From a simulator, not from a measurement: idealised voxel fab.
Name of the process module below: voxel gate over fins
The cross-section shown here is cut; it is 200 nm wide and divided into square cells measuring 5 nm on a side.
Cross-section, as written here: a square-cell grid given band by band from the top down, where a band holds one or more rows of cells. Band: top and bottom heights (nm) first, top before bottom; then materials from left to right, widths in nm. "all across" marks a sole material filling the band edge to edge. "blank" denotes empty space. Where do heights start? At 0: under that level the wafer as delivered is made of one material only. And the lowest band has no floor; it just carries on downward, as in "0 down". The expression "30 to 40" gives the width at the extremes of the band, the first number at its top row of cells and the second at its bottom row, with the width changing by equal amounts from each row to the next in between. Step note "no alterations made" = no cross-section cell changed. Closed empty spaces (no open way to the top) of 8 cells or more are what "Closed voids list" lists, each as width x height at distance from the left edge, nm for all three. It should be noted that, on the line of a given step, the content following the step's settings is a remark produced by the simulator itself with respect to that step. The optional step-line setting "overlay nm" applies to steps with a mask and quantifies how far to the right of its planned location the mask lay, a negative value indicating leftward placement.

Process steps - plan
1: RECEIVE [material Si]
2: CONFORMAL_DEP [material SiN] [thk nm 10]
3: PATTERN [tone cover] [mask id FINS] [material resist] [width nm 15] [pitch nm 60] [thk nm 15] [overlay nm 0]
4: DIRECTIONAL_ETCH [etch materials SiN] [depth nm 10]
5: DIRECTIONAL_ETCH [etch materials Si] [depth nm 35]
6: STRIP [etch materials resist]
7: FILL_DEP [material SiO2] [thk nm 5]
8: CMP [height nm 10]
9: DIRECTIONAL_DEP [material aC] [thk nm 15]
10: PATTERN [tone open] [mask id RAIL] [material resist] [width nm 15] [thk nm 30] [overlay nm 0]
11: DIRECTIONAL_ETCH [etch materials aC] [depth nm 15]
12: STRIP [etch materials resist]
13: DIRECTIONAL_ETCH [etch materials SiO2] [depth nm 40]
14: STRIP [etch materials aC]
15: CONFORMAL_DEP [material TiN] [thk nm 5]
16: FILL_DEP [material W] [thk nm 5]
17: CMP [height nm 10]
18: SELECTIVE_ETCH [etch materials W Ru TiN] [depth nm 30]
19: FILL_DEP [material SiO2] [thk nm 5]
20: CMP [height nm 10]
21: SELECTIVE_ETCH [etch materials SiO2] [depth nm 25]
22: STRIP [etch materials SiN]
23: CONFORMAL_DEP [material HfO2] [thk nm 5]
24: CONFORMAL_DEP [material TiN] [thk nm 5]
25: CONFORMAL_DEP [material TiAl] [thk nm 5]
26: CONFORMAL_DEP [material TiN] [thk nm 5]
27: FILL_DEP [material W] [thk nm 15]
28: CMP [height nm 30]
29: CONFORMAL_DEP [material SiCN] [thk nm 5]

First wafer, two in total, run as planned

Cross-section of the wafer as it came to us, i.e., already through step 1
    0 down = Si all across
    Closed voids list: none

After step 2: wafer cross-section
    10 to 0 = SiN all across
    Below a height of 0, the structure has not been altered.

After step 3: wafer cross-section
    25 to 10 = blank: 60, resist: 15, blank: 45, resist: 15, blank: 65
    Below a height of 10, the structure has not been altered.

After step 4: wafer cross-section
    25 to 10 = blank: 60, resist: 15, blank: 45, resist: 15, blank: 65
    10 to 0 = blank: 60, SiN: 15, blank: 45, SiN: 15, blank: 65
    Below a height of 0, the structure has not been altered.

After step 5: wafer cross-section
    25 to 10 = blank: 60, resist: 15, blank: 45, resist: 15, blank: 65
    10 to 0 = blank: 60, SiN: 15, blank: 45, SiN: 15, blank: 65
    0 to -35 = blank: 60, Si: 15, blank: 45, Si: 15, blank: 65
    Below a height of -35, the structure has not been altered.

After step 6: wafer cross-section
    10 to 0 = blank: 60, SiN: 15, blank: 45, SiN: 15, blank: 65
    Below a height of 0, the structure has not been altered.

After step 7: wafer cross-section
    15 to 10 = SiO2 all across
    10 to 0 = SiO2: 60, SiN: 15, SiO2: 45, SiN: 15, SiO2: 65
    0 to -35 = SiO2: 60, Si: 15, SiO2: 45, Si: 15, SiO2: 65
    Below a height of -35, the structure has not been altered.

After step 8: wafer cross-section
    10 to 0 = SiO2: 60, SiN: 15, SiO2: 45, SiN: 15, SiO2: 65
    Below a height of 0, the structure has not been altered.

After step 9: wafer cross-section
    25 to 10 = aC all across
    Below a height of 10, the structure has not been altered.

After step 10: wafer cross-section
    55 to 25 = resist: 90, blank: 15, resist: 95
    Below a height of 25, the structure has not been altered.

After step 11: wafer cross-section
    40 to 25 = resist: 90, blank: 15, resist: 95
    25 to 10 = aC: 90, blank: 15, aC: 95
    Below a height of 10, the structure has not been altered.

After step 12: wafer cross-section
    25 to 10 = aC: 90, blank: 15, aC: 95
    Below a height of 10, the structure has not been altered.

After step 13: wafer cross-section
    25 to 10 = aC: 90, blank: 15, aC: 95
    10 to 0 = SiO2: 60, SiN: 15, SiO2: 15, blank: 15, SiO2: 15, SiN: 15, SiO2: 65
    0 to -30 = SiO2: 60, Si: 15, SiO2: 15, blank: 15, SiO2: 15, Si: 15, SiO2: 65
    Below a height of -30, the structure has not been altered.

After step 14: wafer cross-section
    10 to 0 = SiO2: 60, SiN: 15, SiO2: 15, blank: 15, SiO2: 15, SiN: 15, SiO2: 65
    Below a height of 0, the structure has not been altered.

After step 15: wafer cross-section
    15 to 10 = TiN: 95, blank: 5, TiN: 100
    10 to 0 = SiO2: 60, SiN: 15, SiO2: 15, TiN: 5, blank: 5, TiN: 5, SiO2: 15, SiN: 15, SiO2: 65
    0 to -25 = SiO2: 60, Si: 15, SiO2: 15, TiN: 5, blank: 5, TiN: 5, SiO2: 15, Si: 15, SiO2: 65
    -25 to -30 = SiO2: 60, Si: 15, SiO2: 15, TiN: 15, SiO2: 15, Si: 15, SiO2: 65
    Below a height of -30, the structure has not been altered.

After step 16: wafer cross-section
    20 to 15 = W all across
    15 to 10 = TiN: 95, W: 5, TiN: 100
    10 to 0 = SiO2: 60, SiN: 15, SiO2: 15, TiN: 5, W: 5, TiN: 5, SiO2: 15, SiN: 15, SiO2: 65
    0 to -25 = SiO2: 60, Si: 15, SiO2: 15, TiN: 5, W: 5, TiN: 5, SiO2: 15, Si: 15, SiO2: 65
    Below a height of -25, the structure has not been altered.

After step 17: wafer cross-section
    10 to 0 = SiO2: 60, SiN: 15, SiO2: 15, TiN: 5, W: 5, TiN: 5, SiO2: 15, SiN: 15, SiO2: 65
    Below a height of 0, the structure has not been altered.

After step 18: wafer cross-section
    10 to 0 = SiO2: 60, SiN: 15, SiO2: 15, blank: 15, SiO2: 15, SiN: 15, SiO2: 65
    0 to -20 = SiO2: 60, Si: 15, SiO2: 15, blank: 15, SiO2: 15, Si: 15, SiO2: 65
    Below a height of -20, the structure has not been altered.

After step 19: wafer cross-section
    15 to 10 = SiO2 all across
    10 to 0 = SiO2: 60, SiN: 15, SiO2: 45, SiN: 15, SiO2: 65
    0 to -20 = SiO2: 60, Si: 15, SiO2: 45, Si: 15, SiO2: 65
    Below a height of -20, the structure has not been altered.

After step 20: wafer cross-section
    10 to 0 = SiO2: 60, SiN: 15, SiO2: 45, SiN: 15, SiO2: 65
    Below a height of 0, the structure has not been altered.

After step 21: wafer cross-section
    10 to 0 = blank: 60, SiN: 15, blank: 45, SiN: 15, blank: 65
    0 to -15 = blank: 60, Si: 15, blank: 45, Si: 15, blank: 65
    Below a height of -15, the structure has not been altered.

After step 22: wafer cross-section
    0 to -15 = blank: 60, Si: 15, blank: 45, Si: 15, blank: 65
    Below a height of -15, the structure has not been altered.

After step 23: wafer cross-section
    5 to 0 = blank: 55, HfO2: 25, blank: 35, HfO2: 25, blank: 60
    0 to -10 = blank: 55, HfO2: 5, Si: 15, HfO2: 5, blank: 35, HfO2: 5, Si: 15, HfO2: 5, blank: 60
    -10 to -15 = HfO2: 60, Si: 15, HfO2: 45, Si: 15, HfO2: 65
    Below a height of -15, the structure has not been altered.

After step 24: wafer cross-section
    10 to 5 = blank: 50, TiN: 35, blank: 25, TiN: 35, blank: 55
    5 to 0 = blank: 50, TiN: 5, HfO2: 25, TiN: 5, blank: 25, TiN: 5, HfO2: 25, TiN: 5, blank: 55
    0 to -5 = blank: 50, TiN: 5, HfO2: 5, Si: 15, HfO2: 5, TiN: 5, blank: 25, TiN: 5, HfO2: 5, Si: 15, HfO2: 5, TiN: 5, blank: 55
    -5 to -10 = TiN: 55, HfO2: 5, Si: 15, HfO2: 5, TiN: 35, HfO2: 5, Si: 15, HfO2: 5, TiN: 60
    Below a height of -10, the structure has not been altered.

After step 25: wafer cross-section
    15 to 10 = blank: 45, TiAl: 45, blank: 15, TiAl: 45, blank: 50
    10 to 5 = blank: 45, TiAl: 5, TiN: 35, TiAl: 5, blank: 15, TiAl: 5, TiN: 35, TiAl: 5, blank: 50
    5 to 0 = blank: 45, TiAl: 5, TiN: 5, HfO2: 25, TiN: 5, TiAl: 5, blank: 15, TiAl: 5, TiN: 5, HfO2: 25, TiN: 5, TiAl: 5, blank: 50
    0 to -5 = TiAl: 50, TiN: 5, HfO2: 5, Si: 15, HfO2: 5, TiN: 5, TiAl: 25, TiN: 5, HfO2: 5, Si: 15, HfO2: 5, TiN: 5, TiAl: 55
    Below a height of -5, the structure has not been altered.

After step 26: wafer cross-section
    20 to 15 = blank: 40, TiN: 55, blank: 5, TiN: 55, blank: 45
    15 to 10 = blank: 40, TiN: 5, TiAl: 45, TiN: 5, blank: 5, TiN: 5, TiAl: 45, TiN: 5, blank: 45
    10 to 5 = blank: 40, TiN: 5, TiAl: 5, TiN: 35, TiAl: 5, TiN: 5, blank: 5, TiN: 5, TiAl: 5, TiN: 35, TiAl: 5, TiN: 5, blank: 45
    5 to 0 = TiN: 45, TiAl: 5, TiN: 5, HfO2: 25, TiN: 5, TiAl: 5, TiN: 15, TiAl: 5, TiN: 5, HfO2: 25, TiN: 5, TiAl: 5, TiN: 50
    Below a height of 0, the structure has not been altered.

After step 27: wafer cross-section
    35 to 20 = W all across
    20 to 15 = W: 40, TiN: 55, W: 5, TiN: 55, W: 45
    15 to 10 = W: 40, TiN: 5, TiAl: 45, TiN: 5, W: 5, TiN: 5, TiAl: 45, TiN: 5, W: 45
    10 to 5 = W: 40, TiN: 5, TiAl: 5, TiN: 35, TiAl: 5, TiN: 5, W: 5, TiN: 5, TiAl: 5, TiN: 35, TiAl: 5, TiN: 5, W: 45
    Below a height of 5, the structure has not been altered.

After step 28: wafer cross-section
    30 to 20 = W all across
    Below a height of 20, the structure has not been altered.

After step 29: wafer cross-section
    35 to 30 = SiCN all across
    Below a height of 30, the structure has not been altered.

Okay, second wafer. Nothing different at the start, nothing different in the plan, just one mistake somewhere in the running. As far as step 2, counting that step, it's the first wafer all over again

Second wafer profile in section, at the moment step 3 of the plan was meant to be complete
    25 to 10 = blank: 65, resist: 15, blank: 45, resist: 15, blank: 60
    Below a height of 10, the structure has not been altered.

Second wafer profile in section, at the moment step 4 of the plan was meant to be complete
    25 to 10 = blank: 65, resist: 15, blank: 45, resist: 15, blank: 60
    10 to 0 = blank: 65, SiN: 15, blank: 45, SiN: 15, blank: 60
    Below a height of 0, the structure has not been altered.

Second wafer profile in section, at the moment step 5 of the plan was meant to be complete
    25 to 10 = blank: 65, resist: 15, blank: 45, resist: 15, blank: 60
    10 to 0 = blank: 65, SiN: 15, blank: 45, SiN: 15, blank: 60
    0 to -35 = blank: 65, Si: 15, blank: 45, Si: 15, blank: 60
    Below a height of -35, the structure has not been altered.

Second wafer profile in section, at the moment step 6 of the plan was meant to be complete
    10 to 0 = blank: 65, SiN: 15, blank: 45, SiN: 15, blank: 60
    Below a height of 0, the structure has not been altered.

Second wafer profile in section, at the moment step 7 of the plan was meant to be complete
    15 to 10 = SiO2 all across
    10 to 0 = SiO2: 65, SiN: 15, SiO2: 45, SiN: 15, SiO2: 60
    0 to -35 = SiO2: 65, Si: 15, SiO2: 45, Si: 15, SiO2: 60
    Below a height of -35, the structure has not been altered.

Second wafer profile in section, at the moment step 8 of the plan was meant to be complete
    10 to 0 = SiO2: 65, SiN: 15, SiO2: 45, SiN: 15, SiO2: 60
    Below a height of 0, the structure has not been altered.

Second wafer profile in section, at the moment step 9 of the plan was meant to be complete
    25 to 10 = aC all across
    Below a height of 10, the structure has not been altered.

Second wafer profile in section, at the moment step 10 of the plan was meant to be complete
    55 to 25 = resist: 90, blank: 15, resist: 95
    Below a height of 25, the structure has not been altered.

Second wafer profile in section, at the moment step 11 of the plan was meant to be complete
    40 to 25 = resist: 90, blank: 15, resist: 95
    25 to 10 = aC: 90, blank: 15, aC: 95
    Below a height of 10, the structure has not been altered.

Second wafer profile in section, at the moment step 12 of the plan was meant to be complete
    25 to 10 = aC: 90, blank: 15, aC: 95
    Below a height of 10, the structure has not been altered.

Second wafer profile in section, at the moment step 13 of the plan was meant to be complete
    25 to 10 = aC: 90, blank: 15, aC: 95
    10 to 0 = SiO2: 65, SiN: 15, SiO2: 10, blank: 15, SiO2: 20, SiN: 15, SiO2: 60
    0 to -30 = SiO2: 65, Si: 15, SiO2: 10, blank: 15, SiO2: 20, Si: 15, SiO2: 60
    Below a height of -30, the structure has not been altered.

Second wafer profile in section, at the moment step 14 of the plan was meant to be complete
    10 to 0 = SiO2: 65, SiN: 15, SiO2: 10, blank: 15, SiO2: 20, SiN: 15, SiO2: 60
    Below a height of 0, the structure has not been altered.

Second wafer profile in section, at the moment step 15 of the plan was meant to be complete
    15 to 10 = TiN: 95, blank: 5, TiN: 100
    10 to 0 = SiO2: 65, SiN: 15, SiO2: 10, TiN: 5, blank: 5, TiN: 5, SiO2: 20, SiN: 15, SiO2: 60
    0 to -25 = SiO2: 65, Si: 15, SiO2: 10, TiN: 5, blank: 5, TiN: 5, SiO2: 20, Si: 15, SiO2: 60
    -25 to -30 = SiO2: 65, Si: 15, SiO2: 10, TiN: 15, SiO2: 20, Si: 15, SiO2: 60
    Below a height of -30, the structure has not been altered.

Second wafer profile in section, at the moment step 16 of the plan was meant to be complete
    20 to 15 = W all across
    15 to 10 = TiN: 95, W: 5, TiN: 100
    10 to 0 = SiO2: 65, SiN: 15, SiO2: 10, TiN: 5, W: 5, TiN: 5, SiO2: 20, SiN: 15, SiO2: 60
    0 to -25 = SiO2: 65, Si: 15, SiO2: 10, TiN: 5, W: 5, TiN: 5, SiO2: 20, Si: 15, SiO2: 60
    Below a height of -25, the structure has not been altered.

Second wafer profile in section, at the moment step 17 of the plan was meant to be complete
    10 to 0 = SiO2: 65, SiN: 15, SiO2: 10, TiN: 5, W: 5, TiN: 5, SiO2: 20, SiN: 15, SiO2: 60
    Below a height of 0, the structure has not been altered.

Second wafer profile in section, at the moment step 18 of the plan was meant to be complete
    10 to 0 = SiO2: 65, SiN: 15, SiO2: 10, blank: 15, SiO2: 20, SiN: 15, SiO2: 60
    0 to -20 = SiO2: 65, Si: 15, SiO2: 10, blank: 15, SiO2: 20, Si: 15, SiO2: 60
    Below a height of -20, the structure has not been altered.

Second wafer profile in section, at the moment step 19 of the plan was meant to be complete
    15 to 10 = SiO2 all across
    10 to 0 = SiO2: 65, SiN: 15, SiO2: 45, SiN: 15, SiO2: 60
    0 to -20 = SiO2: 65, Si: 15, SiO2: 45, Si: 15, SiO2: 60
    Below a height of -20, the structure has not been altered.

Second wafer profile in section, at the moment step 20 of the plan was meant to be complete
    10 to 0 = SiO2: 65, SiN: 15, SiO2: 45, SiN: 15, SiO2: 60
    Below a height of 0, the structure has not been altered.

Second wafer profile in section, at the moment step 21 of the plan was meant to be complete
    10 to 0 = blank: 65, SiN: 15, blank: 45, SiN: 15, blank: 60
    0 to -15 = blank: 65, Si: 15, blank: 45, Si: 15, blank: 60
    Below a height of -15, the structure has not been altered.

Second wafer profile in section, at the moment step 22 of the plan was meant to be complete
    0 to -15 = blank: 65, Si: 15, blank: 45, Si: 15, blank: 60
    Below a height of -15, the structure has not been altered.

Second wafer profile in section, at the moment step 23 of the plan was meant to be complete
    5 to 0 = blank: 60, HfO2: 25, blank: 35, HfO2: 25, blank: 55
    0 to -10 = blank: 60, HfO2: 5, Si: 15, HfO2: 5, blank: 35, HfO2: 5, Si: 15, HfO2: 5, blank: 55
    -10 to -15 = HfO2: 65, Si: 15, HfO2: 45, Si: 15, HfO2: 60
    Below a height of -15, the structure has not been altered.

Second wafer profile in section, at the moment step 24 of the plan was meant to be complete
    10 to 5 = blank: 55, TiN: 35, blank: 25, TiN: 35, blank: 50
    5 to 0 = blank: 55, TiN: 5, HfO2: 25, TiN: 5, blank: 25, TiN: 5, HfO2: 25, TiN: 5, blank: 50
    0 to -5 = blank: 55, TiN: 5, HfO2: 5, Si: 15, HfO2: 5, TiN: 5, blank: 25, TiN: 5, HfO2: 5, Si: 15, HfO2: 5, TiN: 5, blank: 50
    -5 to -10 = TiN: 60, HfO2: 5, Si: 15, HfO2: 5, TiN: 35, HfO2: 5, Si: 15, HfO2: 5, TiN: 55
    Below a height of -10, the structure has not been altered.

Second wafer profile in section, at the moment step 25 of the plan was meant to be complete
    15 to 10 = blank: 50, TiAl: 45, blank: 15, TiAl: 45, blank: 45
    10 to 5 = blank: 50, TiAl: 5, TiN: 35, TiAl: 5, blank: 15, TiAl: 5, TiN: 35, TiAl: 5, blank: 45
    5 to 0 = blank: 50, TiAl: 5, TiN: 5, HfO2: 25, TiN: 5, TiAl: 5, blank: 15, TiAl: 5, TiN: 5, HfO2: 25, TiN: 5, TiAl: 5, blank: 45
    0 to -5 = TiAl: 55, TiN: 5, HfO2: 5, Si: 15, HfO2: 5, TiN: 5, TiAl: 25, TiN: 5, HfO2: 5, Si: 15, HfO2: 5, TiN: 5, TiAl: 50
    Below a height of -5, the structure has not been altered.

Second wafer profile in section, at the moment step 26 of the plan was meant to be complete
    20 to 15 = blank: 45, TiN: 55, blank: 5, TiN: 55, blank: 40
    15 to 10 = blank: 45, TiN: 5, TiAl: 45, TiN: 5, blank: 5, TiN: 5, TiAl: 45, TiN: 5, blank: 40
    10 to 5 = blank: 45, TiN: 5, TiAl: 5, TiN: 35, TiAl: 5, TiN: 5, blank: 5, TiN: 5, TiAl: 5, TiN: 35, TiAl: 5, TiN: 5, blank: 40
    5 to 0 = TiN: 50, TiAl: 5, TiN: 5, HfO2: 25, TiN: 5, TiAl: 5, TiN: 15, TiAl: 5, TiN: 5, HfO2: 25, TiN: 5, TiAl: 5, TiN: 45
    Below a height of 0, the structure has not been altered.

Second wafer profile in section, at the moment step 27 of the plan was meant to be complete
    35 to 20 = W all across
    20 to 15 = W: 45, TiN: 55, W: 5, TiN: 55, W: 40
    15 to 10 = W: 45, TiN: 5, TiAl: 45, TiN: 5, W: 5, TiN: 5, TiAl: 45, TiN: 5, W: 40
    10 to 5 = W: 45, TiN: 5, TiAl: 5, TiN: 35, TiAl: 5, TiN: 5, W: 5, TiN: 5, TiAl: 5, TiN: 35, TiAl: 5, TiN: 5, W: 40
    Below a height of 5, the structure has not been altered.

Second wafer profile in section, at the moment step 28 of the plan was meant to be complete
    30 to 20 = W all across
    Below a height of 20, the structure has not been altered.

Second wafer profile in section, at the moment step 29 of the plan was meant to be complete
    35 to 30 = SiCN all across
    Below a height of 30, the structure has not been altered.
Heads up, the wafer didn't run the way we planned it: step 3 was run on a setting that differed from the plan, and what really ran there is PATTERN [tone cover] [mask id FINS] [material resist] [width nm 15] [pitch nm 60] [thk nm 15] [overlay nm 5]
The two final wafers agree on how many cells each material fills and disagree on which cells those are.
